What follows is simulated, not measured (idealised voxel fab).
Proc. module: voxel wiring stack
The cross-section on display is named cut; it measures 175 nm wide, and its cells are 5 nm squares.
In this document a cross-section is written as a grid of square cells. It is given as a series of bands, listed from the top down, and a band is one or more rows of cells. What a band's entry tells you: where the top is and where the bottom is, as heights in nm, and after that what lies inside, material by material from left to right, each with its width in nm. Empty space is written as the word "empty", and a single material marked with the word "full width" occupies the band from edge to edge. Heights from 0 (as-received wafer is one material below). Bottom band endless downward, as "0 and below". The expression "30..40" gives the width at the extremes of the band, the first number at its top row of cells and the second at its bottom row, with the width changing by equal amounts from each row to the next in between. "no modification" for a step: no cell of the cross-section changed in that step. Enclosed voids (no open way to top), threshold 8 cells or more, entry "Enclosed void listing", notation width x height at distance, distance from left edge, nm. Post-settings text on a step line: simulator's own remark regarding the step. Each step line may optionally specify "overlay nm", which for a step with a mask gives the rightward distance between the mask's planned place and where it lay, a negative value indicating the leftward direction. What follows is a series of pairs. Each pair shows a cross-section before one process step and the cross-section after it, and the after view is drawn only down to the lowest band that changed. Beneath each pair is the step that lies between the two, with its settings. Pairs may come from different runs of this module on the same starting wafer, so a pair continues from the one above it only where its entry headed "Pre-step geometry" says so.

Pre-step geometry:
> 0 and below = Si full width
> Enclosed void listing: none

Post-Step Appearance:
> 10 down to 0 = SiO2 full width
> All layers under 0 are left as they were.
> Enclosed void listing: none
Intermediate step for the cross-sections above: CONFORMAL_DEP | material SiO2 | thk nm 10

Pre-step geometry: cross-section not repeated; it is the one shown after the step in the pair just above.

Post-Step Appearance:
> 15 down to 10 = TiN full width
> All layers under 10 are left as they were.
> Enclosed void listing: none
Intermediate step for the cross-sections above: DIRECTIONAL_DEP | material TiN | thk nm 5

Pre-step geometry: cross-section not repeated; it is the one shown after the step in the pair just above.

Post-Step Appearance:
> 30 down to 15 = W full width
> All layers under 15 are left as they were.
> Enclosed void listing: none
Intermediate step for the cross-sections above: DIRECTIONAL_DEP | material W | thk nm 15

Pre-step geometry: cross-section not repeated; it is the one shown after the step in the pair just above.

Post-Step Appearance:
> 45 down to 30 = empty 15, then resist 30, then empty 25, then resist 30, then empty 25, then resist 30, then empty 20
> All layers under 30 are left as they were.
> Enclosed void listing: none
Intermediate step for the cross-sections above: PATTERN | tone cover | mask id METAL_1 | material resist | width nm 30 | pitch nm 55 | thk nm 15 | overlay nm 0

Pre-step geometry: cross-section not repeated; it is the one shown after the step in the pair just above.

Post-Step Appearance:
> 45 down to 30 = empty 15, then resist 30, then empty 25, then resist 30, then empty 25, then resist 30, then empty 20
> 30 down to 15 = empty 15, then W 30, then empty 25, then W 30, then empty 25, then W 30, then empty 20
> All layers under 15 are left as they were.
> Enclosed void listing: none
Intermediate step for the cross-sections above: DIRECTIONAL_ETCH | etch materials W | depth nm 15

Pre-step geometry: cross-section not repeated; it is the one shown after the step in the pair just above.

Post-Step Appearance:
> 45 down to 30 = empty 15, then resist 30, then empty 25, then resist 30, then empty 25, then resist 30, then empty 20
> 30 down to 15 = empty 15, then W 30, then empty 25, then W 30, then empty 25, then W 30, then empty 20
> 15 down to 10 = empty 15, then TiN 30, then empty 25, then TiN 30, then empty 25, then TiN 30, then empty 20
> All layers under 10 are left as they were.
> Enclosed void listing: none
Intermediate step for the cross-sections above: DIRECTIONAL_ETCH | etch materials TiN | depth nm 5

Pre-step geometry: cross-section not repeated; it is the one shown after the step in the pair just above.

Post-Step Appearance:
> 30 down to 15 = empty 15, then W 30, then empty 25, then W 30, then empty 25, then W 30, then empty 20
> All layers under 15 are left as they were.
> Enclosed void listing: none
Intermediate step for the cross-sections above: STRIP | etch materials resist

Pre-step geometry: cross-section not repeated; it is the one shown after the step in the pair just above.

Post-Step Appearance:
> 35 down to 30 = lowk full width
> 30 down to 15 = lowk 15, then W 30, then lowk 25, then W 30, then lowk 25, then W 30, then lowk 20
> 15 down to 10 = lowk 15, then TiN 30, then lowk 25, then TiN 30, then lowk 25, then TiN 30, then lowk 20
> All layers under 10 are left as they were.
> Enclosed void listing: none
Intermediate step for the cross-sections above: FILL_DEP | material lowk | thk nm 5

Pre-step geometry: cross-section not repeated; it is the one shown after the step in the pair just above.

Post-Step Appearance:
> 30 down to 15 = lowk 15, then W 30, then lowk 25, then W 30, then lowk 25, then W 30, then lowk 20
> All layers under 15 are left as they were.
> Enclosed void listing: none
Intermediate step for the cross-sections above: CMP | height nm 30

Pre-step geometry: cross-section not repeated; it is the one shown after the step in the pair just above.

Post-Step Appearance:
> 35 down to 30 = SiCN full width
> All layers under 30 are left as they were.
> Enclosed void listing: none
Intermediate step for the cross-sections above: CONFORMAL_DEP | material SiCN | thk nm 5

Pre-step geometry: cross-section not repeated; it is the one shown after the step in the pair just above.

Post-Step Appearance:
> 70 down to 35 = SiO2 full width
> All layers under 35 are left as they were.
> Enclosed void listing: none
Intermediate step for the cross-sections above: DIRECTIONAL_DEP | material SiO2 | thk nm 35

Pre-step geometry: cross-section not repeated; it is the one shown after the step in the pair just above.

Post-Step Appearance:
> 90 down to 70 = resist 15, then empty 30, then resist 25, then empty 30, then resist 25, then empty 30, then resist 20
> All layers under 70 are left as they were.
> Enclosed void listing: none
Intermediate step for the cross-sections above: PATTERN | tone open | mask id METAL_2 | material resist | width nm 30 | pitch nm 55 | thk nm 20 | overlay nm 0

Pre-step geometry: cross-section not repeated; it is the one shown after the step in the pair just above.

Post-Step Appearance:
> 90 down to 70 = resist 15, then empty 30, then resist 25, then empty 30, then resist 25, then empty 30, then resist 20
> 70 down to 50 = SiO2 15, then empty 30, then SiO2 25, then empty 30, then SiO2 25, then empty 30, then SiO2 20
> All layers under 50 are left as they were.
> Enclosed void listing: none
Intermediate step for the cross-sections above: DIRECTIONAL_ETCH | etch materials SiO2 | depth nm 20

Pre-step geometry: cross-section not repeated; it is the one shown after the step in the pair just above.

Post-Step Appearance:
> 70 down to 50 = SiO2 15, then empty 30, then SiO2 25, then empty 30, then SiO2 25, then empty 30, then SiO2 20
> All layers under 50 are left as they were.
> Enclosed void listing: none
Intermediate step for the cross-sections above: STRIP | etch materials resist

Pre-step geometry: cross-section not repeated; it is the one shown after the step in the pair just above.

Post-Step Appearance:
> 90 down to 70 = resist 15, then empty 15, then resist 40, then empty 15, then resist 40, then empty 15, then resist 35
> 70 down to 50 = SiO2 15, then empty 15, then resist 15, then SiO2 25, then empty 15, then resist 15, then SiO2 25, then empty 15, then resist 15, then SiO2 20
> All layers under 50 are left as they were.
> Enclosed void listing: none
Intermediate step for the cross-sections above: PATTERN | tone open | mask id METAL_2_HOLES | material resist | width nm 15 | pitch nm 55 | thk nm 20 | overlay nm 0

Pre-step geometry: cross-section not repeated; it is the one shown after the step in the pair just above.

Post-Step Appearance:
> 90 down to 70 = resist 15, then empty 15, then resist 40, then empty 15, then resist 40, then empty 15, then resist 35
> 70 down to 50 = SiO2 15, then empty 15, then resist 15, then SiO2 25, then empty 15, then resist 15, then SiO2 25, then empty 15, then resist 15, then SiO2 20
> 50 down to 35 = SiO2 15, then empty 15, then SiO2 40, then empty 15, then SiO2 40, then empty 15, then SiO2 35
> All layers under 35 are left as they were.
> Enclosed void listing: none
Intermediate step for the cross-sections above: DIRECTIONAL_ETCH | etch materials SiO2 | depth nm 15

Pre-step geometry: cross-section not repeated; it is the one shown after the step in the pair just above.

Post-Step Appearance:
> 90 down to 70 = resist 15, then empty 15, then resist 40, then empty 15, then resist 40, then empty 15, then resist 35
> 70 down to 50 = SiO2 15, then empty 15, then resist 15, then SiO2 25, then empty 15, then resist 15, then SiO2 25, then empty 15, then resist 15, then SiO2 20
> 50 down to 35 = SiO2 15, then empty 15, then SiO2 40, then empty 15, then SiO2 40, then empty 15, then SiO2 35
> 35 down to 30 = SiCN 15, then empty 15, then SiCN 40, then empty 15, then SiCN 40, then empty 15, then SiCN 35
> All layers under 30 are left as they were.
> Enclosed void listing: none
Intermediate step for the cross-sections above: DIRECTIONAL_ETCH | etch materials SiCN | depth nm 5

Pre-step geometry: cross-section not repeated; it is the one shown after the step in the pair just above.

Post-Step Appearance:
> 70 down to 50 = SiO2 15, then empty 30, then SiO2 25, then empty 30, then SiO2 25, then empty 30, then SiO2 20
> All layers under 50 are left as they were.
> Enclosed void listing: none
Intermediate step for the cross-sections above: STRIP | etch materials resist

Pre-step geometry: cross-section not repeated; it is the one shown after the step in the pair just above.

Post-Step Appearance:
> 75 down to 70 = TiN 20, then empty 20, then TiN 35, then empty 20, then TiN 35, then empty 20, then TiN 25
> 70 down to 55 = SiO2 15, then TiN 5, then empty 20, then TiN 5, then SiO2 25, then TiN 5, then empty 20, then TiN 5, then SiO2 25, then TiN 5, then empty 20, then TiN 5, then SiO2 20
> 55 down to 50 = SiO2 15, then TiN 5, then empty 5, then TiN 20, then SiO2 25, then TiN 5, then empty 5, then TiN 20, then SiO2 25, then TiN 5, then empty 5, then TiN 20, then SiO2 20
> 50 down to 35 = SiO2 15, then TiN 5, then empty 5, then TiN 5, then SiO2 40, then TiN 5, then empty 5, then TiN 5, then SiO2 40, then TiN 5, then empty 5, then TiN 5, then SiO2 35
> 35 down to 30 = SiCN 15, then TiN 15, then SiCN 40, then TiN 15, then SiCN 40, then TiN 15, then SiCN 35
> All layers under 30 are left as they were.
> Enclosed void listing: none
Intermediate step for the cross-sections above: CONFORMAL_DEP | material TiN | thk nm 5

Pre-step geometry: cross-section not repeated; it is the one shown after the step in the pair just above.

Post-Step Appearance:
> 80 down to 75 = Cu full width
> 75 down to 70 = TiN 20, then Cu 20, then TiN 35, then Cu 20, then TiN 35, then Cu 20, then TiN 25
> 70 down to 55 = SiO2 15, then TiN 5, then Cu 20, then TiN 5, then SiO2 25, then TiN 5, then Cu 20, then TiN 5, then SiO2 25, then TiN 5, then Cu 20, then TiN 5, then SiO2 20
> 55 down to 50 = SiO2 15, then TiN 5, then Cu 5, then TiN 20, then SiO2 25, then TiN 5, then Cu 5, then TiN 20, then SiO2 25, then TiN 5, then Cu 5, then TiN 20, then SiO2 20
> 50 down to 35 = SiO2 15, then TiN 5, then Cu 5, then TiN 5, then SiO2 40, then TiN 5, then Cu 5, then TiN 5, then SiO2 40, then TiN 5, then Cu 5, then TiN 5, then SiO2 35
> All layers under 35 are left as they were.
> Enclosed void listing: none
Intermediate step for the cross-sections above: FILL_DEP | material Cu | thk nm 5

Pre-step geometry: cross-section not repeated; it is the one shown after the step in the pair just above.

Post-Step Appearance:
> 70 down to 55 = SiO2 15, then TiN 5, then Cu 20, then TiN 5, then SiO2 25, then TiN 5, then Cu 20, then TiN 5, then SiO2 25, then TiN 5, then Cu 20, then TiN 5, then SiO2 20
> All layers under 55 are left as they were.
> Enclosed void listing: none
Intermediate step for the cross-sections above: CMP | height nm 70

Pre-step geometry: cross-section not repeated; it is the one shown after the step in the pair just above.

Post-Step Appearance:
> 75 down to 70 = SiCN full width
> All layers under 70 are left as they were.
> Enclosed void listing: none
Intermediate step for the cross-sections above: CONFORMAL_DEP | material SiCN | thk nm 5

Pre-step geometry:
> 10 down to 0 = SiO2 full width
> 0 and below = Si full width
> Enclosed void listing: none

Post-Step Appearance:
> 25 down to 10 = W full width
> All layers under 10 are left as they were.
> Enclosed void listing: none
Intermediate step for the cross-sections above: DIRECTIONAL_DEP | material W | thk nm 15

Pre-step geometry: cross-section not repeated; it is the one shown after the step in the pair just above.

Post-Step Appearance:
> 40 down to 25 = empty 15, then resist 30, then empty 25, then resist 30, then empty 25, then resist 30, then empty 20
> All layers under 25 are left as they were.
> Enclosed void listing: none
Intermediate step for the cross-sections above: PATTERN | tone cover | mask id METAL_1 | material resist | width nm 30 | pitch nm 55 | thk nm 15 | overlay nm 0

Pre-step geometry: cross-section not repeated; it is the one shown after the step in the pair just above.

Post-Step Appearance:
> 40 down to 25 = empty 15, then resist 30, then empty 25, then resist 30, then empty 25, then resist 30, then empty 20
> 25 down to 10 = empty 15, then W 30, then empty 25, then W 30, then empty 25, then W 30, then empty 20
> All layers under 10 are left as they were.
> Enclosed void listing: none
Intermediate step for the cross-sections above: DIRECTIONAL_ETCH | etch materials W | depth nm 15

Pre-step geometry: cross-section not repeated; it is the one shown after the step in the pair just above.

Post-Step Appearance:
> 25 down to 10 = empty 15, then W 30, then empty 25, then W 30, then empty 25, then W 30, then empty 20
> All layers under 10 are left as they were.
> Enclosed void listing: none
Intermediate step for the cross-sections above: STRIP | etch materials resist

Pre-step geometry: cross-section not repeated; it is the one shown after the step in the pair just above.

Post-Step Appearance:
> 30 down to 25 = lowk full width
> 25 down to 10 = lowk 15, then W 30, then lowk 25, then W 30, then lowk 25, then W 30, then lowk 20
> All layers under 10 are left as they were.
> Enclosed void listing: none
Intermediate step for the cross-sections above: FILL_DEP | material lowk | thk nm 5

Pre-step geometry: cross-section not repeated; it is the one shown after the step in the pair just above.

Post-Step Appearance:
> 35 down to 30 = SiCN full width
> All layers under 30 are left as they were.
> Enclosed void listing: none
Intermediate step for the cross-sections above: CONFORMAL_DEP | material SiCN | thk nm 5

Pre-step geometry: cross-section not repeated; it is the one shown after the step in the pair just above.

Post-Step Appearance:
> 70 down to 35 = SiO2 full width
> All layers under 35 are left as they were.
> Enclosed void listing: none
Intermediate step for the cross-sections above: DIRECTIONAL_DEP | material SiO2 | thk nm 35

Pre-step geometry: cross-section not repeated; it is the one shown after the step in the pair just above.

Post-Step Appearance:
> 90 down to 70 = resist 15, then empty 30, then resist 25, then empty 30, then resist 25, then empty 30, then resist 20
> All layers under 70 are left as they were.
> Enclosed void listing: none
Intermediate step for the cross-sections above: PATTERN | tone open | mask id METAL_2 | material resist | width nm 30 | pitch nm 55 | thk nm 20 | overlay nm 0

Pre-step geometry: cross-section not repeated; it is the one shown after the step in the pair just above.

Post-Step Appearance:
> 90 down to 70 = resist 15, then empty 30, then resist 25, then empty 30, then resist 25, then empty 30, then resist 20
> 70 down to 50 = SiO2 15, then empty 30, then SiO2 25, then empty 30, then SiO2 25, then empty 30, then SiO2 20
> All layers under 50 are left as they were.
> Enclosed void listing: none
Intermediate step for the cross-sections above: DIRECTIONAL_ETCH | etch materials SiO2 | depth nm 20

Pre-step geometry: cross-section not repeated; it is the one shown after the step in the pair just above.

Post-Step Appearance:
> 70 down to 50 = SiO2 15, then empty 30, then SiO2 25, then empty 30, then SiO2 25, then empty 30, then SiO2 20
> All layers under 50 are left as they were.
> Enclosed void listing: none
Intermediate step for the cross-sections above: STRIP | etch materials resist

Pre-step geometry: cross-section not repeated; it is the one shown after the step in the pair just above.

Post-Step Appearance:
> 90 down to 70 = resist 15, then empty 15, then resist 40, then empty 15, then resist 40, then empty 15, then resist 35
> 70 down to 50 = SiO2 15, then empty 15, then resist 15, then SiO2 25, then empty 15, then resist 15, then SiO2 25, then empty 15, then resist 15, then SiO2 20
> All layers under 50 are left as they were.
> Enclosed void listing: none
Intermediate step for the cross-sections above: PATTERN | tone open | mask id METAL_2_HOLES | material resist | width nm 15 | pitch nm 55 | thk nm 20 | overlay nm 0

Pre-step geometry: cross-section not repeated; it is the one shown after the step in the pair just above.

Post-Step Appearance:
> 90 down to 70 = resist 15, then empty 15, then resist 40, then empty 15, then resist 40, then empty 15, then resist 35
> 70 down to 50 = SiO2 15, then empty 15, then resist 15, then SiO2 25, then empty 15, then resist 15, then SiO2 25, then empty 15, then resist 15, then SiO2 20
> 50 down to 35 = SiO2 15, then empty 15, then SiO2 40, then empty 15, then SiO2 40, then empty 15, then SiO2 35
> All layers under 35 are left as they were.
> Enclosed void listing: none
Intermediate step for the cross-sections above: DIRECTIONAL_ETCH | etch materials SiO2 | depth nm 15

Pre-step geometry: cross-section not repeated; it is the one shown after the step in the pair just above.

Post-Step Appearance:
> 90 down to 70 = resist 15, then empty 15, then resist 40, then empty 15, then resist 40, then empty 15, then resist 35
> 70 down to 50 = SiO2 15, then empty 15, then resist 15, then SiO2 25, then empty 15, then resist 15, then SiO2 25, then empty 15, then resist 15, then SiO2 20
> 50 down to 35 = SiO2 15, then empty 15, then SiO2 40, then empty 15, then SiO2 40, then empty 15, then SiO2 35
> 35 down to 30 = SiCN 15, then empty 15, then SiCN 40, then empty 15, then SiCN 40, then empty 15, then SiCN 35
> All layers under 30 are left as they were.
> Enclosed void listing: none
Intermediate step for the cross-sections above: DIRECTIONAL_ETCH | etch materials SiCN | depth nm 5

Pre-step geometry: cross-section not repeated; it is the one shown after the step in the pair just above.

Post-Step Appearance:
> 70 down to 50 = SiO2 15, then empty 30, then SiO2 25, then empty 30, then SiO2 25, then empty 30, then SiO2 20
> All layers under 50 are left as they were.
> Enclosed void listing: none
Intermediate step for the cross-sections above: STRIP | etch materials resist

Pre-step geometry: cross-section not repeated; it is the one shown after the step in the pair just above.

Post-Step Appearance:
> 75 down to 70 = TiN 20, then empty 20, then TiN 35, then empty 20, then TiN 35, then empty 20, then TiN 25
> 70 down to 55 = SiO2 15, then TiN 5, then empty 20, then TiN 5, then SiO2 25, then TiN 5, then empty 20, then TiN 5, then SiO2 25, then TiN 5, then empty 20, then TiN 5, then SiO2 20
> 55 down to 50 = SiO2 15, then TiN 5, then empty 5, then TiN 20, then SiO2 25, then TiN 5, then empty 5, then TiN 20, then SiO2 25, then TiN 5, then empty 5, then TiN 20, then SiO2 20
> 50 down to 35 = SiO2 15, then TiN 5, then empty 5, then TiN 5, then SiO2 40, then TiN 5, then empty 5, then TiN 5, then SiO2 40, then TiN 5, then empty 5, then TiN 5, then SiO2 35
> 35 down to 30 = SiCN 15, then TiN 15, then SiCN 40, then TiN 15, then SiCN 40, then TiN 15, then SiCN 35
> All layers under 30 are left as they were.
> Enclosed void listing: none
Intermediate step for the cross-sections above: CONFORMAL_DEP | material TiN | thk nm 5

Pre-step geometry: cross-section not repeated; it is the one shown after the step in the pair just above.

Post-Step Appearance:
> 80 down to 75 = Cu full width
> 75 down to 70 = TiN 20, then Cu 20, then TiN 35, then Cu 20, then TiN 35, then Cu 20, then TiN 25
> 70 down to 55 = SiO2 15, then TiN 5, then Cu 20, then TiN 5, then SiO2 25, then TiN 5, then Cu 20, then TiN 5, then SiO2 25, then TiN 5, then Cu 20, then TiN 5, then SiO2 20
> 55 down to 50 = SiO2 15, then TiN 5, then Cu 5, then TiN 20, then SiO2 25, then TiN 5, then Cu 5, then TiN 20, then SiO2 25, then TiN 5, then Cu 5, then TiN 20, then SiO2 20
> 50 down to 35 = SiO2 15, then TiN 5, then Cu 5, then TiN 5, then SiO2 40, then TiN 5, then Cu 5, then TiN 5, then SiO2 40, then TiN 5, then Cu 5, then TiN 5, then SiO2 35
> All layers under 35 are left as they were.
> Enclosed void listing: none
Intermediate step for the cross-sections above: FILL_DEP | material Cu | thk nm 5

Pre-step geometry: cross-section not repeated; it is the one shown after the step in the pair just above.

Post-Step Appearance:
> 70 down to 55 = SiO2 15, then TiN 5, then Cu 20, then TiN 5, then SiO2 25, then TiN 5, then Cu 20, then TiN 5, then SiO2 25, then TiN 5, then Cu 20, then TiN 5, then SiO2 20
> All layers under 55 are left as they were.
> Enclosed void listing: none
Intermediate step for the cross-sections above: CMP | height nm 70

Pre-step geometry: cross-section not repeated; it is the one shown after the step in the pair just above.

Post-Step Appearance:
> 75 down to 70 = SiCN full width
> All layers under 70 are left as they were.
> Enclosed void listing: none
Intermediate step for the cross-sections above: CONFORMAL_DEP | material SiCN | thk nm 5

Pre-step geometry:
> 70 down to 35 = SiO2 full width
> 35 down to 30 = SiCN full width
> 30 down to 15 = lowk 15, then W 30, then lowk 25, then W 30, then lowk 25, then W 30, then lowk 20
> 15 down to 10 = lowk 15, then TiN 30, then lowk 25, then TiN 30, then lowk 25, then TiN 30, then lowk 20
> 10 down to 0 = SiO2 full width
> 0 and below = Si full width
> Enclosed void listing: none

Post-Step Appearance:
> 105 down to 35 = SiO2 full width
> All layers under 35 are left as they were.
> Enclosed void listing: none
Intermediate step for the cross-sections above: DIRECTIONAL_DEP | material SiO2 | thk nm 35

Pre-step geometry: cross-section not repeated; it is the one shown after the step in the pair just above.

Post-Step Appearance:
> 125 down to 105 = resist 15, then empty 30, then resist 25, then empty 30, then resist 25, then empty 30, then resist 20
> All layers under 105 are left as they were.
> Enclosed void listing: none
Intermediate step for the cross-sections above: PATTERN | tone open | mask id METAL_2 | material resist | width nm 30 | pitch nm 55 | thk nm 20 | overlay nm 0

Pre-step geometry: cross-section not repeated; it is the one shown after the step in the pair just above.

Post-Step Appearance:
> 125 down to 105 = resist 15, then empty 30, then resist 25, then empty 30, then resist 25, then empty 30, then resist 20
> 105 down to 85 = SiO2 15, then empty 30, then SiO2 25, then empty 30, then SiO2 25, then empty 30, then SiO2 20
> All layers under 85 are left as they were.
> Enclosed void listing: none
Intermediate step for the cross-sections above: DIRECTIONAL_ETCH | etch materials SiO2 | depth nm 20

Pre-step geometry: cross-section not repeated; it is the one shown after the step in the pair just above.

Post-Step Appearance:
> 105 down to 85 = SiO2 15, then empty 30, then SiO2 25, then empty 30, then SiO2 25, then empty 30, then SiO2 20
> All layers under 85 are left as they were.
> Enclosed void listing: none
Intermediate step for the cross-sections above: STRIP | etch materials resist

Pre-step geometry: cross-section not repeated; it is the one shown after the step in the pair just above.

Post-Step Appearance:
> 125 down to 105 = resist 15, then empty 15, then resist 40, then empty 15, then resist 40, then empty 15, then resist 35
> 105 down to 85 = SiO2 15, then empty 15, then resist 15, then SiO2 25, then empty 15, then resist 15, then SiO2 25, then empty 15, then resist 15, then SiO2 20
> All layers under 85 are left as they were.
> Enclosed void listing: none
Intermediate step for the cross-sections above: PATTERN | tone open | mask id METAL_2_HOLES | material resist | width nm 15 | pitch nm 55 | thk nm 20 | overlay nm 0

Pre-step geometry: cross-section not repeated; it is the one shown after the step in the pair just above.

Post-Step Appearance:
> 125 down to 105 = resist 15, then empty 15, then resist 40, then empty 15, then resist 40, then empty 15, then resist 35
> 105 down to 85 = SiO2 15, then empty 15, then resist 15, then SiO2 25, then empty 15, then resist 15, then SiO2 25, then empty 15, then resist 15, then SiO2 20
> 85 down to 70 = SiO2 15, then empty 15, then SiO2 40, then empty 15, then SiO2 40, then empty 15, then SiO2 35
> All layers under 70 are left as they were.
> Enclosed void listing: none
Intermediate step for the cross-sections above: DIRECTIONAL_ETCH | etch materials SiO2 | depth nm 15

Pre-step geometry: cross-section not repeated; it is the one shown after the step in the pair just above.

Post-Step Appearance:
> 105 down to 85 = SiO2 15, then empty 30, then SiO2 25, then empty 30, then SiO2 25, then empty 30, then SiO2 20
> All layers under 85 are left as they were.
> Enclosed void listing: none
Intermediate step for the cross-sections above: STRIP | etch materials resist

Pre-step geometry: cross-section not repeated; it is the one shown after the step in the pair just above.

Post-Step Appearance:
> 110 down to 105 = TiN 20, then empty 20, then TiN 35, then empty 20, then TiN 35, then empty 20, then TiN 25
> 105 down to 90 = SiO2 15, then TiN 5, then empty 20, then TiN 5, then SiO2 25, then TiN 5, then empty 20, then TiN 5, then SiO2 25, then TiN 5, then empty 20, then TiN 5, then SiO2 20
> 90 down to 85 = SiO2 15, then TiN 5, then empty 5, then TiN 20, then SiO2 25, then TiN 5, then empty 5, then TiN 20, then SiO2 25, then TiN 5, then empty 5, then TiN 20, then SiO2 20
> 85 down to 75 = SiO2 15, then TiN 5, then empty 5, then TiN 5, then SiO2 40, then TiN 5, then empty 5, then TiN 5, then SiO2 40, then TiN 5, then empty 5, then TiN 5, then SiO2 35
> 75 down to 70 = SiO2 15, then TiN 15, then SiO2 40, then TiN 15, then SiO2 40, then TiN 15, then SiO2 35
> All layers under 70 are left as they were.
> Enclosed void listing: none
Intermediate step for the cross-sections above: CONFORMAL_DEP | material TiN | thk nm 5

Pre-step geometry: cross-section not repeated; it is the one shown after the step in the pair just above.

Post-Step Appearance:
> 115 down to 110 = Cu full width
> 110 down to 105 = TiN 20, then Cu 20, then TiN 35, then Cu 20, then TiN 35, then Cu 20, then TiN 25
> 105 down to 90 = SiO2 15, then TiN 5, then Cu 20, then TiN 5, then SiO2 25, then TiN 5, then Cu 20, then TiN 5, then SiO2 25, then TiN 5, then Cu 20, then TiN 5, then SiO2 20
> 90 down to 85 = SiO2 15, then TiN 5, then Cu 5, then TiN 20, then SiO2 25, then TiN 5, then Cu 5, then TiN 20, then SiO2 25, then TiN 5, then Cu 5, then TiN 20, then SiO2 20
> 85 down to 75 = SiO2 15, then TiN 5, then Cu 5, then TiN 5, then SiO2 40, then TiN 5, then Cu 5, then TiN 5, then SiO2 40, then TiN 5, then Cu 5, then TiN 5, then SiO2 35
> All layers under 75 are left as they were.
> Enclosed void listing: none
Intermediate step for the cross-sections above: FILL_DEP | material Cu | thk nm 5

Pre-step geometry: cross-section not repeated; it is the one shown after the step in the pair just above.

Post-Step Appearance:
> 70 down to 35 = SiO2 full width
> All layers under 35 are left as they were.
> Enclosed void listing: none
Intermediate step for the cross-sections above: CMP | height nm 70

Pre-step geometry: cross-section not repeated; it is the one shown after the step in the pair just above.

Post-Step Appearance:
> 75 down to 70 = SiCN full width
> All layers under 70 are left as they were.
> Enclosed void listing: none
Intermediate step for the cross-sections above: CONFORMAL_DEP | material SiCN | thk nm 5

Pre-step geometry:
> 0 and below = Si full width
> Enclosed void listing: none

Post-Step Appearance:
> 5 down to 0 = TiN full width
> All layers under 0 are left as they were.
> Enclosed void listing: none
Intermediate step for the cross-sections above: DIRECTIONAL_DEP | material TiN | thk nm 5

Pre-step geometry: cross-section not repeated; it is the one shown after the step in the pair just above.

Post-Step Appearance:
> 15 down to 5 = SiO2 full width
> All layers under 5 are left as they were.
> Enclosed void listing: none
Intermediate step for the cross-sections above: CONFORMAL_DEP | material SiO2 | thk nm 10

Pre-step geometry: cross-section not repeated; it is the one shown after the step in the pair just above.

Post-Step Appearance:
> 30 down to 15 = W full width
> All layers under 15 are left as they were.
> Enclosed void listing: none
Intermediate step for the cross-sections above: DIRECTIONAL_DEP | material W | thk nm 15

Pre-step geometry: cross-section not repeated; it is the one shown after the step in the pair just above.

Post-Step Appearance:
> 45 down to 30 = empty 15, then resist 30, then empty 25, then resist 30, then empty 25, then resist 30, then empty 20
> All layers under 30 are left as they were.
> Enclosed void listing: none
Intermediate step for the cross-sections above: PATTERN | tone cover | mask id METAL_1 | material resist | width nm 30 | pitch nm 55 | thk nm 15 | overlay nm 0

Pre-step geometry: cross-section not repeated; it is the one shown after the step in the pair just above.

Post-Step Appearance:
> 45 down to 30 = empty 15, then resist 30, then empty 25, then resist 30, then empty 25, then resist 30, then empty 20
> 30 down to 15 = empty 15, then W 30, then empty 25, then W 30, then empty 25, then W 30, then empty 20
> All layers under 15 are left as they were.
> Enclosed void listing: none
Intermediate step for the cross-sections above: DIRECTIONAL_ETCH | etch materials W | depth nm 15

Pre-step geometry: cross-section not repeated; it is the one shown after the step in the pair just above.

Post-Step Appearance:
> 30 down to 15 = empty 15, then W 30, then empty 25, then W 30, then empty 25, then W 30, then empty 20
> All layers under 15 are left as they were.
> Enclosed void listing: none
Intermediate step for the cross-sections above: STRIP | etch materials resist

Pre-step geometry: cross-section not repeated; it is the one shown after the step in the pair just above.

Post-Step Appearance:
> 35 down to 30 = lowk full width
> 30 down to 15 = lowk 15, then W 30, then lowk 25, then W 30, then lowk 25, then W 30, then lowk 20
> All layers under 15 are left as they were.
> Enclosed void listing: none
Intermediate step for the cross-sections above: FILL_DEP | material lowk | thk nm 5

Pre-step geometry: cross-section not repeated; it is the one shown after the step in the pair just above.

Post-Step Appearance:
> 30 down to 15 = lowk 15, then W 30, then lowk 25, then W 30, then lowk 25, then W 30, then lowk 20
> All layers under 15 are left as they were.
> Enclosed void listing: none
Intermediate step for the cross-sections above: CMP | height nm 30

Pre-step geometry: cross-section not repeated; it is the one shown after the step in the pair just above.

Post-Step Appearance:
> 35 down to 30 = SiCN full width
> All layers under 30 are left as they were.
> Enclosed void listing: none
Intermediate step for the cross-sections above: CONFORMAL_DEP | material SiCN | thk nm 5

Pre-step geometry: cross-section not repeated; it is the one shown after the step in the pair just above.

Post-Step Appearance:
> 70 down to 35 = SiO2 full width
> All layers under 35 are left as they were.
> Enclosed void listing: none
Intermediate step for the cross-sections above: DIRECTIONAL_DEP | material SiO2 | thk nm 35

Pre-step geometry: cross-section not repeated; it is the one shown after the step in the pair just above.

Post-Step Appearance:
> 90 down to 70 = resist 15, then empty 30, then resist 25, then empty 30, then resist 25, then empty 30, then resist 20
> All layers under 70 are left as they were.
> Enclosed void listing: none
Intermediate step for the cross-sections above: PATTERN | tone open | mask id METAL_2 | material resist | width nm 30 | pitch nm 55 | thk nm 20 | overlay nm 0

Pre-step geometry: cross-section not repeated; it is the one shown after the step in the pair just above.

Post-Step Appearance:
> 90 down to 70 = resist 15, then empty 30, then resist 25, then empty 30, then resist 25, then empty 30, then resist 20
> 70 down to 50 = SiO2 15, then empty 30, then SiO2 25, then empty 30, then SiO2 25, then empty 30, then SiO2 20
> All layers under 50 are left as they were.
> Enclosed void listing: none
Intermediate step for the cross-sections above: DIRECTIONAL_ETCH | etch materials SiO2 | depth nm 20

Pre-step geometry: cross-section not repeated; it is the one shown after the step in the pair just above.

Post-Step Appearance:
> 70 down to 50 = SiO2 15, then empty 30, then SiO2 25, then empty 30, then SiO2 25, then empty 30, then SiO2 20
> All layers under 50 are left as they were.
> Enclosed void listing: none
Intermediate step for the cross-sections above: STRIP | etch materials resist

Pre-step geometry: cross-section not repeated; it is the one shown after the step in the pair just above.

Post-Step Appearance:
> 90 down to 70 = resist 15, then empty 15, then resist 40, then empty 15, then resist 40, then empty 15, then resist 35
> 70 down to 50 = SiO2 15, then empty 15, then resist 15, then SiO2 25, then empty 15, then resist 15, then SiO2 25, then empty 15, then resist 15, then SiO2 20
> All layers under 50 are left as they were.
> Enclosed void listing: none
Intermediate step for the cross-sections above: PATTERN | tone open | mask id METAL_2_HOLES | material resist | width nm 15 | pitch nm 55 | thk nm 20 | overlay nm 0
